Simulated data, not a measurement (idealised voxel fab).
Process module name: voxel wiring stack
The figure presents cross-section cut, which has a width of 220 nm and is divided into square cells with an edge length of 5 nm.
A cross-section is a grid of square cells, given in bands from the top down. A band is one or more rows of cells. Band entry format. Leading values: height of top, height of bottom, nm. Remainder: materials in left-to-right order, each with its width in nm. Special words: "edge to edge" on a single material, which then fills the band edge to edge; "air", empty space. Zero point of the height axis is 0; under it, received wafer = one material. Lowest band: continues down indefinitely, "top 0, no bottom". Per-row width for "30 to 40": begins at first number (top row of band), ends at second number (bottom row), increment between rows held constant. What does "stayed the same" mean for a step? It means no cell of the cross-section changed in that step. "Listed closed voids" means: voids of 8 cells or more that are shut off from the top with no open way through. Written width x height at distance, distance from the left edge, in nm. Step line, after settings: the simulator's comment on this step. "overlay nm" denotes, for a step that has a mask, the displacement of the mask to the right of its planned place, with negative values corresponding to the left.
# Intended process steps
1. RECEIVE with material Si
2. CONFORMAL_DEP with material SiO2, thk nm 10
3. CONFORMAL_DEP with material SiN, thk nm 5
4. DIRECTIONAL_DEP with material lowk, thk nm 15
5. MASKED_ETCH with tone open, mask id METAL_1, width nm 20, pitch nm 50, etch materials lowk, depth nm 15, overlay nm 0
6. MASKED_ETCH with tone open, mask id METAL_1, width nm 20, pitch nm 50, etch materials SiN, depth nm 5, overlay nm 0
7. CONFORMAL_DEP with material TiN, thk nm 5
8. FILL_DEP with material Cu, thk nm 5
9. CMP with height nm 30
10. CONFORMAL_DEP with material SiCN, thk nm 5
11. DIRECTIONAL_DEP with material SiO2, thk nm 10
12. MASKED_ETCH with tone open, mask id PLUG_1, width nm 15, pitch nm 50, etch materials SiO2, depth nm 10, overlay nm 0
13. MASKED_ETCH with tone open, mask id PLUG_1, width nm 15, pitch nm 50, etch materials SiCN, depth nm 5, overlay nm -15
14. EPI with material Ru, thk nm 10
15. EPI with material Ru, thk nm 5
16. DIRECTIONAL_DEP with material TiN, thk nm 5
17. DIRECTIONAL_DEP with material Ru, thk nm 20
18. DIRECTIONAL_DEP with material aC, thk nm 15
19. PATTERN with tone cover, mask id METAL_2, material resist, width nm 20, pitch nm 50, thk nm 30, overlay nm 0
20. DIRECTIONAL_ETCH with etch materials aC, depth nm 15
21. STRIP with etch materials resist
22. DIRECTIONAL_ETCH with etch materials Ru, depth nm 20
23. DIRECTIONAL_ETCH with etch materials TiN, depth nm 5
24. STRIP with etch materials aC
25. CONFORMAL_DEP with material SiN, thk nm 5
26. FILL_DEP with material lowk, thk nm 10
27. CMP with height nm 70
28. CONFORMAL_DEP with material SiCN, thk nm 5
29. DIRECTIONAL_DEP with material SiO2, thk nm 10
30. PATTERN with tone open, mask id PLUG_2, material resist, width nm 15, pitch nm 50, thk nm 15, overlay nm 0
31. DIRECTIONAL_ETCH with etch materials SiO2, depth nm 10
32. DIRECTIONAL_ETCH with etch materials SiCN, depth nm 5
33. STRIP with etch materials resist
34. EPI with material Ru, thk nm 10
35. EPI with material Ru, thk nm 5
36. CONFORMAL_DEP with material SiN, thk nm 5
37. DIRECTIONAL_DEP with material SiO2, thk nm 25
38. PATTERN with tone open, mask id METAL_3, material resist, width nm 20, pitch nm 50, thk nm 15, overlay nm 0
39. DIRECTIONAL_ETCH with etch materials SiO2, depth nm 25
40. DIRECTIONAL_ETCH with etch materials SiN, depth nm 5
41. STRIP with etch materials resist
42. CONFORMAL_DEP with material TiN, thk nm 5
43. FILL_DEP with material Ru, thk nm 5
44. CMP with height nm 115
45. CONFORMAL_DEP with material SiCN, thk nm 5
The overlay nm used in step 13 is not the same on every wafer, whereas the starting condition is; the value printed in the plan is the first wafer's.
# Cross-sectional view of the first of several wafers in the as-received condition, corresponding to the state following step 1
    top 0, no bottom: Si edge to edge
    Listed closed voids: none
# End of module, by wafer: material-by-material cell gain (+) or loss (-) since receipt, then closed voids
overlay nm -15, +12 Cu, +52 Ru, +126 SiCN, +142 SiN, +420 SiO2, +62 TiN, +242 lowk, Listed closed voids: none
overlay nm -10, +12 Cu, +84 Ru, +124 SiCN, +124 SiN, +420 SiO2, +56 TiN, +236 lowk, Listed closed voids: none
overlay nm -5, +12 Cu, +86 Ru, +122 SiCN, +124 SiN, +420 SiO2, +56 TiN, +236 lowk, Listed closed voids: none
overlay nm 0, +12 Cu, +88 Ru, +120 SiCN, +124 SiN, +420 SiO2, +56 TiN, +236 lowk, Listed closed voids: none
overlay nm 5, +12 Cu, +86 Ru, +122 SiCN, +124 SiN, +420 SiO2, +56 TiN, +236 lowk, Listed closed voids: none
overlay nm 10, +12 Cu, +84 Ru, +124 SiCN, +124 SiN, +420 SiO2, +56 TiN, +236 lowk, Listed closed voids: none
overlay nm 15, +12 Cu, +52 Ru, +126 SiCN, +142 SiN, +420 SiO2, +62 TiN, +242 lowk, Listed closed voids: none
